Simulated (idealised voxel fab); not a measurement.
Process module heading - voxel double patterning
It is cross-section cut that appears here, measuring 265 nm in width, its square cells being 5 nm in size.
Throughout this document, each cross-section is represented as a grid of square cells and is presented as a sequence of bands enumerated from the top downward, where a band comprises one or more rows of cells. Quick guide to a band line: top height, bottom height (nm) up front; then every material left to right with its width in nm. Only one material and it's marked "throughout"? Then it fills the band edge to edge. And "empty" just means empty space. Zero point of the height axis is 0; under it, received wafer = one material. Lowest band: continues down indefinitely, "0 nm and below". Width "30..40": first value at the band's top row of cells, second value at its bottom row, equal change from row to row. For the purposes of this document, the phrase "no alterations made" attached to a step denotes that no cell within the cross-section was modified by that step. Entry "Closed void inventory" = empty spaces >= 8 cells with no open way to the top; each as width x height at distance, distance from left edge, all nm. Formally, on a step line, whatever follows the settings is a remark that the simulator itself makes on the step. When a step includes a mask, the "overlay nm" setting on its line states how far to the right of its planned place that mask lay, and negative values state how far to the left.

[This section lists the process steps that were planned]
1 RECEIVE: material Si
2 CONFORMAL_DEP: material SiO2, thk nm 5
3 DIRECTIONAL_DEP: material W, thk nm 15
4 DIRECTIONAL_DEP: material SiCN, thk nm 10
5 PATTERN: tone open, mask id FIRST, material resist, width nm 15, pitch nm 50, thk nm 20, overlay nm -15
6 DIRECTIONAL_ETCH: etch materials SiCN, depth nm 10
7 STRIP: etch materials resist
8 MASKED_ETCH: tone open, mask id SECOND, width nm 15, pitch nm 50, etch materials SiCN, depth nm 10, overlay nm 0
9 DIRECTIONAL_ETCH: etch materials W, depth nm 15
10 STRIP: etch materials SiCN
For clarity, it should be stated that the wafers under discussion commence in an identical condition and differ with respect to the overlay nm of step 5, the plan indicating the value that the first wafer had.

[As-received cross-section, first of several wafers, post step 1]
  0 nm and below  Si throughout
  Closed void inventory: none

[Quick look at the cross-section of the first of several wafers after step 10, which wraps up the module]
  20 nm to 5 nm  W=60, empty=15, W=25, empty=25, W=25, empty=25, W=90
  5 nm to 0 nm  SiO2 throughout
  0 nm and below  Si throughout
  Closed void inventory: none

[End of module: cross-section, last of several wafers]
  20 nm to 5 nm  W=90, empty=25, W=25, empty=25, W=25, empty=15, W=60
  5 nm to 0 nm  SiO2 throughout
  0 nm and below  Si throughout
  Closed void inventory: none

[Below is a per-wafer table. In it, each row describes the wafer at the end of the module by giving, for each material, the number of cells gained (+) or lost (-) since the wafer was received, and after that the closed voids of the wafer]
overlay nm -15 | +53 SiO2 | +120 W | Closed void inventory: none
overlay nm -10 | +53 SiO2 | +114 W | Closed void inventory: none
overlay nm -5 | +53 SiO2 | +114 W | Closed void inventory: none
overlay nm 0 | +53 SiO2 | +114 W | Closed void inventory: none
overlay nm 5 | +53 SiO2 | +114 W | Closed void inventory: none
overlay nm 10 | +53 SiO2 | +114 W | Closed void inventory: none
overlay nm 15 | +53 SiO2 | +120 W | Closed void inventory: none
